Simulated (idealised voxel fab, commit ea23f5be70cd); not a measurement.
The process module presented herein is designated voxel transistor to metal.
Xsec cut, 295 nm wide, square cell size 5 nm.
This document writes a cross-section as a grid whose cells are square, and gives it as bands, listed from the top down; one or more rows of cells form a band.
Quick guide to a band line: top height, bottom height (nm) up front; then every material left to right with its width in nm. Only one material and it's marked "edge to edge"? Then it fills the band edge to edge. And "empty" just means empty space.
Note: height 0 marks the level under which the wafer is uniformly one material as received. Lowest band unbounded below, written "0 down".
You'd read "30..40" like this: the band's top row of cells is as wide as the first number, its bottom row is as wide as the second, and going down, every row changes width by the same amount as the row before did.
"nothing altered" -> step changed no cross-section cell.
The label "Closed cavities" introduces a list of the empty spaces, 8 cells or larger, that have no open way up to the top; each entry in it reads width x height at distance, where the distance is taken from the left edge and all three are stated in nm.
Post-settings text on a step line: simulator's own remark regarding the step.
If you see "overlay nm" on a step's line and that step has a mask, it's telling you how far right of where it was planned the mask ended up; a negative number means it went left instead.

PLANNED PROCESS STEPS
1: RECEIVE (material Si)
2: OXIDIZE (depth nm 5)
3: CONFORMAL_DEP (material SiN; thk nm 15)
4: DIRECTIONAL_DEP (material aC; thk nm 10)
5: PATTERN (tone cover; mask id ACTIVE; material resist; width nm 95; pitch nm 125; thk nm 30; overlay nm 0)
6: DIRECTIONAL_ETCH (etch materials aC; depth nm 10)
7: STRIP (etch materials resist)
8: DIRECTIONAL_ETCH (etch materials SiN; depth nm 15)
9: DIRECTIONAL_ETCH (etch materials SiO2; depth nm 5)
10: DIRECTIONAL_ETCH (etch materials Si; depth nm 35)
11: STRIP (etch materials aC)
12: OXIDIZE (depth nm 5)
13: FILL_DEP (material SiO2; thk nm 15)
14: CMP (height nm 15)
15: SELECTIVE_ETCH (etch materials SiO2; depth nm 5)
16: STRIP (etch materials SiN)
17: SELECTIVE_ETCH (etch materials SiO2; depth nm 5)
18: OXIDIZE (depth nm 5)
19: DIRECTIONAL_DEP (material polySi; thk nm 30)
20: DIRECTIONAL_DEP (material SiCN; thk nm 15)
21: MASKED_ETCH (tone cover; mask id GATE; width nm 25; pitch nm 125; etch materials SiCN; depth nm 25; overlay nm 0)
22: MASKED_ETCH (tone cover; mask id GATE; width nm 25; pitch nm 125; etch materials polySi; depth nm 40; overlay nm 0)
23: CONFORMAL_DEP (material SiN; thk nm 5)
24: DIRECTIONAL_ETCH (etch materials SiN; depth nm 5)
25: DIRECTIONAL_ETCH (etch materials SiO2; depth nm 5)
26: EPI (material nSi; thk nm 5)
27: FILL_DEP (material SiO2; thk nm 5)
28: CMP (height nm 40)
29: DIRECTIONAL_DEP (material SiO2; thk nm 10)
30: DIRECTIONAL_DEP (material aC; thk nm 10)
31: PATTERN (tone open; mask id CONTACT; material resist; width nm 25; thk nm 30; overlay nm 0)
32: DIRECTIONAL_ETCH (etch materials aC; depth nm 10)
33: STRIP (etch materials resist)
34: DIRECTIONAL_ETCH (etch materials SiO2; depth nm 55)
35: STRIP (etch materials aC)
36: CONFORMAL_DEP (material TiN; thk nm 5)
37: FILL_DEP (material Ru; thk nm 10)
38: CMP (height nm 50)
39: DIRECTIONAL_DEP (material TiN; thk nm 5)
40: DIRECTIONAL_DEP (material W; thk nm 15)
41: DIRECTIONAL_DEP (material aC; thk nm 15)
42: PATTERN (tone cover; mask id METAL_1; material resist; width nm 15; thk nm 35; overlay nm -15)
43: DIRECTIONAL_ETCH (etch materials aC; depth nm 15)
44: STRIP (etch materials resist)
45: DIRECTIONAL_ETCH (etch materials W; depth nm 15)
46: DIRECTIONAL_ETCH (etch materials TiN; depth nm 5)
47: STRIP (etch materials aC)
48: FILL_DEP (material SiO2; thk nm 5)
49: CMP (height nm 70)
50: CONFORMAL_DEP (material SiN; thk nm 5)
All wafers enter the flow in the same state. The overlay nm at step 42 differs from wafer to wafer, and the plan gives the value for the first wafer.

SECTIONAL VIEW: FIRST OF SEVERAL WAFERS, AS RECEIVED, AFTER STEP 1
	0 down | Si edge to edge
	Closed cavities: none

CROSS-SECTION AFTER STEP 50, THE FINAL STEP OF THE MODULE, FOR THE FIRST OF SEVERAL WAFERS
	75 to 70 | SiN edge to edge
	70 to 55 | SiO2=25  W=15  SiO2=55  W=15  SiO2=40  W=15  SiO2=55  W=15  SiO2=60
	55 to 50 | SiO2=25  TiN=15  SiO2=55  TiN=15  SiO2=40  TiN=15  SiO2=55  TiN=15  SiO2=60
	50 to 40 | SiO2=40  TiN=5  Ru=15  TiN=5  SiO2=35  TiN=5  Ru=15  TiN=5  SiO2=40  TiN=5  Ru=15  TiN=5  SiO2=35  TiN=5  Ru=15  TiN=5  SiO2=45
	40 to 25 | SiO2=40  TiN=5  Ru=15  TiN=5  SiN=5  SiCN=25  SiN=5  TiN=5  Ru=15  TiN=5  SiO2=40  TiN=5  Ru=15  TiN=5  SiN=5  SiCN=25  SiN=5  TiN=5  Ru=15  TiN=5  SiO2=45
	25 to 5 | SiO2=40  TiN=5  Ru=15  TiN=5  SiN=5  polySi=25  SiN=5  TiN=5  Ru=15  TiN=5  SiO2=40  TiN=5  Ru=15  TiN=5  SiN=5  polySi=25  SiN=5  TiN=5  Ru=15  TiN=5  SiO2=45
	5 to 0 | SiO2=30  SiN=5  SiO2=5  TiN=5  Ru=15  TiN=5  SiN=5  polySi=25  SiN=5  TiN=5  Ru=15  TiN=5  SiO2=5  SiN=5  SiO2=20  SiN=5  SiO2=5  TiN=5  Ru=15  TiN=5  SiN=5  polySi=25  SiN=5  TiN=5  Ru=15  TiN=5  SiO2=5  SiN=5  SiO2=35
	0 to -5 | SiO2=30  SiN=5  SiO2=5  TiN=25  SiN=5  polySi=25  SiN=5  TiN=25  SiO2=5  SiN=5  SiO2=20  SiN=5  SiO2=5  TiN=25  SiN=5  polySi=25  SiN=5  TiN=25  SiO2=5  SiN=5  SiO2=35
	-5 to -10 | SiO2=35  nSi=30  SiO2=35  nSi=30  SiO2=30  nSi=30  SiO2=35  nSi=30  SiO2=40
	-10 to -45 | SiO2=40  Si=85  SiO2=40  Si=85  SiO2=45
	-45 down | Si edge to edge
	Closed cavities: none

HERE WE CROSS-SECTIONED THE LAST OF THE WAFERS ONCE THE MODULE WAS DONE
	75 to 70 | SiN edge to edge
	70 to 55 | SiO2=55  W=15  SiO2=55  W=15  SiO2=40  W=15  SiO2=55  W=15  SiO2=30
	55 to 50 | SiO2=55  TiN=15  SiO2=55  TiN=15  SiO2=40  TiN=15  SiO2=55  TiN=15  SiO2=30
	50 to 40 | SiO2=40  TiN=5  Ru=15  TiN=5  SiO2=35  TiN=5  Ru=15  TiN=5  SiO2=40  TiN=5  Ru=15  TiN=5  SiO2=35  TiN=5  Ru=15  TiN=5  SiO2=45
	40 to 25 | SiO2=40  TiN=5  Ru=15  TiN=5  SiN=5  SiCN=25  SiN=5  TiN=5  Ru=15  TiN=5  SiO2=40  TiN=5  Ru=15  TiN=5  SiN=5  SiCN=25  SiN=5  TiN=5  Ru=15  TiN=5  SiO2=45
	25 to 5 | SiO2=40  TiN=5  Ru=15  TiN=5  SiN=5  polySi=25  SiN=5  TiN=5  Ru=15  TiN=5  SiO2=40  TiN=5  Ru=15  TiN=5  SiN=5  polySi=25  SiN=5  TiN=5  Ru=15  TiN=5  SiO2=45
	5 to 0 | SiO2=30  SiN=5  SiO2=5  TiN=5  Ru=15  TiN=5  SiN=5  polySi=25  SiN=5  TiN=5  Ru=15  TiN=5  SiO2=5  SiN=5  SiO2=20  SiN=5  SiO2=5  TiN=5  Ru=15  TiN=5  SiN=5  polySi=25  SiN=5  TiN=5  Ru=15  TiN=5  SiO2=5  SiN=5  SiO2=35
	0 to -5 | SiO2=30  SiN=5  SiO2=5  TiN=25  SiN=5  polySi=25  SiN=5  TiN=25  SiO2=5  SiN=5  SiO2=20  SiN=5  SiO2=5  TiN=25  SiN=5  polySi=25  SiN=5  TiN=25  SiO2=5  SiN=5  SiO2=35
	-5 to -10 | SiO2=35  nSi=30  SiO2=35  nSi=30  SiO2=30  nSi=30  SiO2=35  nSi=30  SiO2=40
	-10 to -45 | SiO2=40  Si=85  SiO2=40  Si=85  SiO2=45
	-45 down | Si edge to edge
	Closed cavities: none

EACH ROW BELOW IS A WAFER AT THE END OF THE MODULE, LISTING FOR EVERY MATERIAL THE NUMBER OF CELLS IT HAS GAINED (+) OR LOST (-) SINCE IT WAS RECEIVED, FOLLOWED BY ITS CLOSED VOIDS
overlay nm -15 | +120 Ru | -293 Si | +30 SiCN | +103 SiN | +693 SiO2 | +112 TiN | +36 W | +24 nSi | +60 polySi | Closed cavities: none
overlay nm -10 | +120 Ru | -293 Si | +30 SiCN | +103 SiN | +693 SiO2 | +112 TiN | +36 W | +24 nSi | +60 polySi | Closed cavities: none
overlay nm -5 | +120 Ru | -293 Si | +30 SiCN | +103 SiN | +693 SiO2 | +112 TiN | +36 W | +24 nSi | +60 polySi | Closed cavities: none
overlay nm 0 | +120 Ru | -293 Si | +30 SiCN | +103 SiN | +693 SiO2 | +112 TiN | +36 W | +24 nSi | +60 polySi | Closed cavities: none
overlay nm 5 | +120 Ru | -293 Si | +30 SiCN | +103 SiN | +693 SiO2 | +112 TiN | +36 W | +24 nSi | +60 polySi | Closed cavities: none
overlay nm 10 | +120 Ru | -293 Si | +30 SiCN | +103 SiN | +693 SiO2 | +112 TiN | +36 W | +24 nSi | +60 polySi | Closed cavities: none
overlay nm 15 | +120 Ru | -293 Si | +30 SiCN | +103 SiN | +693 SiO2 | +112 TiN | +36 W | +24 nSi | +60 polySi | Closed cavities: none
